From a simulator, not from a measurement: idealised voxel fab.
Title: Process Module voxel trench capacitor
Square cells of 5 nm make up the cross-section cut, whose width is 145 nm.
Cross-section format: a grid of square cells, given as bands from top to bottom; each band is one or more rows of cells. First you get the band's top height and its bottom height, in nm, and then the materials it's made of, left to right, with each width in nm. If you see a single material with "throughout", that one covers the band edge to edge. "air" is empty space. Counting heights begins at 0, where everything beneath is, in the wafer as received, one material. The lowest band has no bottom; it goes on downwards, as "0..down" shows. The width entry "30 to 40" should be interpreted row by row: the top row of cells in the band takes the first number, the bottom row takes the second number, and the change between adjacent rows is uniform throughout. Where the words "nothing different" appear for a step, the cross-section shows no cell changed by that step; every cell remained as before. Any empty space of 8 cells or more lacking an open way to the top shows up in "Closed void list" as width x height at distance, distance from the left edge, in nm. Text after the settings on a step's line: the simulator's own remark on that step. overlay nm: mask offset rightward from planned place, masked step; negative means leftward offset.
Process steps foreseen in the plan:
| 1 | RECEIVE, material Si |
| 2 | CONFORMAL_DEP, material SiN, thk nm 10 |
| 3 | MASKED_ETCH, tone open, mask id TRENCH, width nm 30, pitch nm 45, etch materials SiN, depth nm 10, overlay nm 0 |
| 4 | MASKED_ETCH, tone open, mask id TRENCH, width nm 30, pitch nm 45, etch materials Si, depth nm 25, overlay nm 0 |
| 5 | CONFORMAL_DEP, material Al2O3, thk nm 5 |
| 6 | CONFORMAL_DEP, material TiN, thk nm 5 |
| 7 | FILL_DEP, material W, thk nm 10 |
| 8 | CMP, height nm 10 |
As-received wafer cross-section (after step 1):
0..down = Si throughout
Closed void list: none
Cross-section at module end, one run error; start and plan unchanged from above:
10..0 = SiN (35), Al2O3 (5), TiN (5), W (5), TiN (10 to 5), Al2O3 (5 to 10), SiN (15), Al2O3 (5), TiN (5), W (5), TiN (10 to 5), Al2O3 (5 to 10), SiN (35)
0..-15 = Si (35), Al2O3 (5), TiN (5), W (5), TiN (5), Al2O3 (5), Si (20), Al2O3 (5), TiN (5), W (5), TiN (5), Al2O3 (5), Si (40)
-15..-20 = Si (35), Al2O3 (5), TiN (15), Al2O3 (5), Si (20), Al2O3 (5), TiN (15), Al2O3 (5), Si (40)
-20..-25 = Si (35), Al2O3 (25), Si (20), Al2O3 (25), Si (40)
-25..down = Si throughout
Closed void list: none
What was the processing mistake? step 4 was run on a setting that differed from the plan, and what really ran there is MASKED_ETCH, tone open, mask id TRENCH, width nm 30, pitch nm 45, etch materials Si, depth nm 25, overlay nm -5
